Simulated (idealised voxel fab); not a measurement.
The following is a process module called voxel quadruple lines.
Pictured: cross-section cut, 290 nm wide, on a grid of 5 nm square cells.
Heads up, the way a cross-section reads in here is a grid of square cells, handed over as bands from the top down, with every band being one or more rows of cells.
Per band: top height and bottom height in nm, followed by the left-to-right materials and their widths in nm; "full width" marks a single material spanning edge to edge, "blank" marks empty space.
Measure heights from 0. That's the level where, below it, the as-received wafer is all one material. The lowest band is bottomless and extends downward; write it as in "from 0 down".
When a width is written as two numbers, as in "30..40", the first number is the width in the top row of cells of the band and the second is the width in its bottom row, and the width changes by the same amount from each row to the next.
What does "same as before" mean for a step? It means no cell of the cross-section changed in that step.
Closed-off voids of 8+ cells (no open route to the top) go in "Closed cavity list", written width x height at distance from the left edge, in nm.
Text after the settings on a step's line: the simulator's own remark on that step.
The setting "overlay nm" may be written on the line of a step. When the step uses a mask, the value reports how far to the right of the planned place the mask lay, and a negative value reports that it lay to the left.
The following list gives the planned process steps
1. RECEIVE: material Si
2. CONFORMAL_DEP: material SiO2, thk nm 10
3. DIRECTIONAL_DEP: material Ru, thk nm 10
4. DIRECTIONAL_DEP: material polySi, thk nm 15
5. DIRECTIONAL_DEP: material aC, thk nm 20
6. PATTERN: tone cover, mask id MANDREL, material resist, width nm 20, thk nm 25, overlay nm 0
7. DIRECTIONAL_ETCH: etch materials aC, depth nm 20
8. STRIP: etch materials resist
9. CONFORMAL_DEP: material SiO2, thk nm 10
10. DIRECTIONAL_ETCH: etch materials SiO2, depth nm 10
11. STRIP: etch materials aC
12. DIRECTIONAL_ETCH: etch materials polySi, depth nm 15
13. STRIP: etch materials SiO2
14. CONFORMAL_DEP: material SiCN, thk nm 5
15. DIRECTIONAL_ETCH: etch materials SiCN, depth nm 5
16. STRIP: etch materials polySi
17. DIRECTIONAL_ETCH: etch materials Ru, depth nm 10
18. STRIP: etch materials SiCN
19. FILL_DEP: material SiO2, thk nm 10
20. CMP: height nm 20
Incoming wafer, cross-sectional view, post step 1
	from 0 down | Si full width
	Closed cavity list: none
The first of two wafers, cross-sectioned at the end of the module, with the run proceeding as planned
	from 20 to 10 | SiO2 (120), Ru (5), SiO2 (10), Ru (5), SiO2 (10), Ru (5), SiO2 (10), Ru (5), SiO2 (120)
	from 10 to 0 | SiO2 full width
	from 0 down | Si full width
	Closed cavity list: none
second wafer at the end: like start, like plan, one mistake
	from 20 to 10 | SiO2 (120), Ru (5), SiO2 (10), Ru (5), SiO2 (15), Ru (5), SiO2 (10), Ru (5), SiO2 (115)
	from 10 to 0 | SiO2 full width
	from 0 down | Si full width
	Closed cavity list: none
Run error: in deviation from the planned setting, step 6 was conducted as PATTERN: tone cover, mask id MANDREL, material resist, width nm 25, thk nm 25, overlay nm 0
Matching per-material cell counts, mismatched positions: that is how the second wafer compares with the first at the end.
